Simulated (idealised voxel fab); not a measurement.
Presented below is a process module, voxel capacitor over wiring.
The cross-section shown here is cut; it is 225 nm wide and divided into square cells measuring 5 nm on a side.
A cross-section in this document is a grid of square cells, and it is written down as bands, the top band listed before the ones below it; a band is made up of one or more rows of cells. The entry gives the band's vertical extent as a top height and a bottom height in nm, then its horizontal make-up as materials from left to right, each with a width in nm. "empty" stands for empty space; a single material marked "full width" fills the band edge to edge. Heights are expressed relative to 0, this being the level below which the as-received wafer comprises one material exclusively. The lowest band is unbounded in the downward direction and is denoted as in "0 and below". Width "30->40": first value at the band's top row of cells, second value at its bottom row, equal change from row to row. Where a step carries "remained the same", the cross-section came out of it unchanged, cell for cell. Entry "Internal closed voids". Content: empty spaces with no open connection to the top, size 8 cells or greater. Each: width x height at distance. Distance: from left edge. Unit: nm. Note: text after step settings on the step line = simulator remark on that step. When a step includes a mask, the "overlay nm" setting on its line states how far to the right of its planned place that mask lay, and negative values state how far to the left.
PROCESS STEPS - PLAN
1. RECEIVE: material Si
2. CONFORMAL_DEP: material SiO2, thk nm 10
3. DIRECTIONAL_DEP: material TiN, thk nm 5
4. DIRECTIONAL_DEP: material Ru, thk nm 20
5. PATTERN: tone cover, mask id METAL_1, material resist, width nm 25, pitch nm 85, thk nm 15, overlay nm 0
6. DIRECTIONAL_ETCH: etch materials Ru, depth nm 20
7. DIRECTIONAL_ETCH: etch materials TiN, depth nm 5
8. STRIP: etch materials resist
9. CONFORMAL_DEP: material SiN, thk nm 5
10. FILL_DEP: material SiO2, thk nm 5
11. CMP: height nm 35
12. CONFORMAL_DEP: material SiCN, thk nm 5
13. DIRECTIONAL_DEP: material lowk, thk nm 20
14. DIRECTIONAL_DEP: material aC, thk nm 15
15. PATTERN: tone open, mask id PLUG_1, material resist, width nm 15, thk nm 30, overlay nm 0
16. DIRECTIONAL_ETCH: etch materials aC, depth nm 15
17. STRIP: etch materials resist
18. DIRECTIONAL_ETCH: etch materials lowk, depth nm 20
19. DIRECTIONAL_ETCH: etch materials SiCN, depth nm 5
20. STRIP: etch materials aC
21. CONFORMAL_DEP: material TiN, thk nm 5
22. FILL_DEP: material W, thk nm 5
23. CMP: height nm 60
24. DIRECTIONAL_DEP: material TiN, thk nm 10
25. DIRECTIONAL_DEP: material SiN, thk nm 5
26. DIRECTIONAL_DEP: material TiN, thk nm 10
27. MASKED_ETCH: tone cover, mask id UPPER_PLATE, width nm 65, etch materials TiN, depth nm 10, overlay nm 0
28. MASKED_ETCH: tone cover, mask id UPPER_PLATE, width nm 65, etch materials SiN, depth nm 5, overlay nm 0
29. DIRECTIONAL_DEP: material aC, thk nm 15
30. PATTERN: tone cover, mask id LOWER_PLATE, material resist, width nm 75, thk nm 30, overlay nm 0
31. DIRECTIONAL_ETCH: etch materials aC, depth nm 15
32. STRIP: etch materials resist
33. DIRECTIONAL_ETCH: etch materials TiN, depth nm 10
34. STRIP: etch materials aC
35. FILL_DEP: material SiO2, thk nm 15
36. CMP: height nm 95
37. PATTERN: tone open, mask id PLUG_2, material resist, width nm 15, thk nm 15, overlay nm 0
38. DIRECTIONAL_ETCH: etch materials SiO2, depth nm 10
39. STRIP: etch materials resist
40. CONFORMAL_DEP: material TiN, thk nm 5
41. FILL_DEP: material Cu, thk nm 10
42. CMP: height nm 95
43. CONFORMAL_DEP: material SiCN, thk nm 5
CROSS-SECTION OF THE INCOMING WAFER, STATE AFTER STEP 1
    0 and below = Si full width
    Internal closed voids: none
STARTING WAFER: ABOVE. PLAN: ABOVE. RUN: ONE MISTAKE. CROSS-SECTION AFTER THE MODULE: BELOW
    100 down to 95 = SiCN full width
    95 down to 90 = 75 nm SiO2 | 5 nm TiN | 5 nm Cu | 5 nm TiN | 135 nm SiO2
    90 down to 85 = 75 nm SiO2 | 15 nm TiN | 135 nm SiO2
    85 down to 75 = 65 nm SiO2 | 65 nm TiN | 95 nm SiO2
    75 down to 70 = 65 nm SiO2 | 65 nm SiN | 95 nm SiO2
    70 down to 60 = 65 nm SiO2 | 70 nm TiN | 90 nm SiO2
    60 down to 40 = 65 nm lowk | 5 nm TiN | 5 nm W | 5 nm TiN | 145 nm lowk
    40 down to 35 = 65 nm SiCN | 15 nm TiN | 145 nm SiCN
    35 down to 15 = 50 nm SiO2 | 5 nm SiN | 25 nm Ru | 5 nm SiN | 50 nm SiO2 | 5 nm SiN | 25 nm Ru | 5 nm SiN | 55 nm SiO2
    15 down to 10 = 55 nm SiN | 25 nm TiN | 60 nm SiN | 25 nm TiN | 60 nm SiN
    10 down to 0 = SiO2 full width
    0 and below = Si full width
    Internal closed voids: none
Plan not followed: heads up, step 30 didn't go per plan, it actually ran as PATTERN: tone cover, mask id LOWER_PLATE, material resist, width nm 70, thk nm 30, overlay nm 0
